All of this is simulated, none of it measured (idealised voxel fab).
Module name: voxel released beams (process module)
240 nm wide, 5 nm square cells: that's cross-section cut.
Each cross-section below is a grid of square cells, stated as bands in top-down order, with one or more rows of cells making up each band. Heads up on the band format: heights come first, top then bottom, in nm. After that it's the materials left to right, each with its width in nm. A single material flagged "throughout" fills the whole band edge to edge, and "air" means there's empty space there. Heads up on the height convention: 0 is the point under which the incoming wafer is all one material, and the lowest band has no bottom, it just keeps going down, like "0 nm and below". Top row gets the first number, bottom row gets the second, and each row in between changes by the same step: that is how a band width like "30->40" works. "no alteration" -> step changed no cross-section cell. "Unvented cavities" lists enclosed empty spaces (at least 8 cells, no open path upward to the top), each as width x height at distance from the left edge, in nm. Anything after a step's settings on that line? It's the simulator's own note about the step. Regarding "overlay nm": on a step with a mask, it is the distance the mask lay to the right of its planned place; a negative value places it to the left.
Below is the list of planned process steps
1: RECEIVE | material Si
2: CONFORMAL_DEP | material Al2O3 | thk nm 10
3: DIRECTIONAL_DEP | material SiO2 | thk nm 10
4: DIRECTIONAL_DEP | material aC | thk nm 15
5: PATTERN | tone open | mask id ANCHOR | material resist | width nm 45 | thk nm 35 | overlay nm 0
6: DIRECTIONAL_ETCH | etch materials aC | depth nm 15
7: STRIP | etch materials resist
8: DIRECTIONAL_ETCH | etch materials SiO2 | depth nm 10
9: STRIP | etch materials aC
10: CONFORMAL_DEP | material W | thk nm 15
11: DIRECTIONAL_DEP | material aC | thk nm 15
12: PATTERN | tone cover | mask id BEAM | material resist | width nm 110 | thk nm 30 | overlay nm 0
13: DIRECTIONAL_ETCH | etch materials aC | depth nm 15
14: STRIP | etch materials resist
15: DIRECTIONAL_ETCH | etch materials W | depth nm 15
16: STRIP | etch materials aC
17: STRIP | etch materials SiO2
Cross-section of the wafer at receipt, which is the condition after step 1
  0 nm and below = Si throughout
  Unvented cavities: none
Cross-sectional result after module completion. Note: starting condition and plan are unchanged from above; one processing mistake was made
  25 nm to 15 nm = 60 air, then 20 W, then 15 air, then 75 W, then 70 air
  15 nm to 10 nm = 60 air, then 110 W, then 70 air
  10 nm to 0 nm = 65 air, then 45 W, then 130 air
  0 nm and below = Si throughout
  Unvented cavities: none
The mistake made against the process plan was this: with respect to the plan, step 2 was omitted and not executed
